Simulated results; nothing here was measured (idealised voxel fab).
process module | voxel gate over fins
cross-section cut | 280 nm wide | cells 5 nm
A cross-section is a grid of square cells, given in bands from the top down. A band is one or more rows of cells.
Each band's line starts with the height of the band's top and of its bottom, in nm. Then come its materials from left to right, each with its width in nm. One material with "throughout" fills the band from edge to edge. "air" is empty space.
Height 0 is the level under which the wafer as received is all one material. The lowest band goes on downwards, as in "0 down".
A width such as "30 to 40" changes by the same amount from each row of cells to the next, from the band's top row to its bottom row.
"no change" after a step means that no cell of the cross-section changed.
closed voids: empty space of 8 cells or more with no open way to the top, each as width x height at its distance from the left edge, in nm
after a step's settings: what the simulator itself notes on the step
overlay nm, on a step with a mask: how far to the right of its planned place the mask lay; to the left if negative
plan
1 op RECEIVE | material Si
2 op CONFORMAL_DEP | material SiN | thk nm 10
3 op PATTERN | tone cover | mask id FINS | material resist | width nm 15 | pitch nm 45 | thk nm 20 | overlay nm -15
4 op DIRECTIONAL_ETCH | etch materials SiN | depth nm 10
5 op DIRECTIONAL_ETCH | etch materials Si | depth nm 35
6 op STRIP | etch materials resist
7 op OXIDIZE | depth nm 5
8 op FILL_DEP | material SiO2 | thk nm 10
9 op CMP | height nm 10
10 op SELECTIVE_ETCH | etch materials SiO2 | depth nm 20
11 op STRIP | etch materials SiN
12 op CONFORMAL_DEP | material HfO2 | thk nm 5
13 op CONFORMAL_DEP | material TiN | thk nm 5
14 op CONFORMAL_DEP | material TiAl | thk nm 5
15 op CONFORMAL_DEP | material TiN | thk nm 5
16 op FILL_DEP | material W | thk nm 10
17 op CMP | height nm 25
18 op CONFORMAL_DEP | material SiN | thk nm 10
varied across the wafers: overlay nm of step 3. The plan shows the first wafer's value. All wafers start alike
first wafer as received, after step 1
  0 down: Si throughout
  closed voids: none
each wafer at the end: cells of each material gained (+) or lost (-) since it was received, then its closed voids
overlay nm -15 | +64 HfO2 | -432 Si | +112 SiN | +324 SiO2 | +64 TiAl | +128 TiN | +132 W | closed voids: none
overlay nm -10 | +64 HfO2 | -432 Si | +112 SiN | +324 SiO2 | +64 TiAl | +128 TiN | +132 W | closed voids: none
overlay nm -5 | +64 HfO2 | -432 Si | +112 SiN | +324 SiO2 | +64 TiAl | +128 TiN | +132 W | closed voids: none
overlay nm 0 | +64 HfO2 | -432 Si | +112 SiN | +324 SiO2 | +64 TiAl | +128 TiN | +132 W | closed voids: none
overlay nm 5 | +64 HfO2 | -432 Si | +112 SiN | +324 SiO2 | +64 TiAl | +128 TiN | +132 W | closed voids: none
overlay nm 10 | +64 HfO2 | -432 Si | +112 SiN | +324 SiO2 | +64 TiAl | +128 TiN | +132 W | closed voids: none
overlay nm 15 | +64 HfO2 | -432 Si | +112 SiN | +324 SiO2 | +64 TiAl | +128 TiN | +132 W | closed voids: none
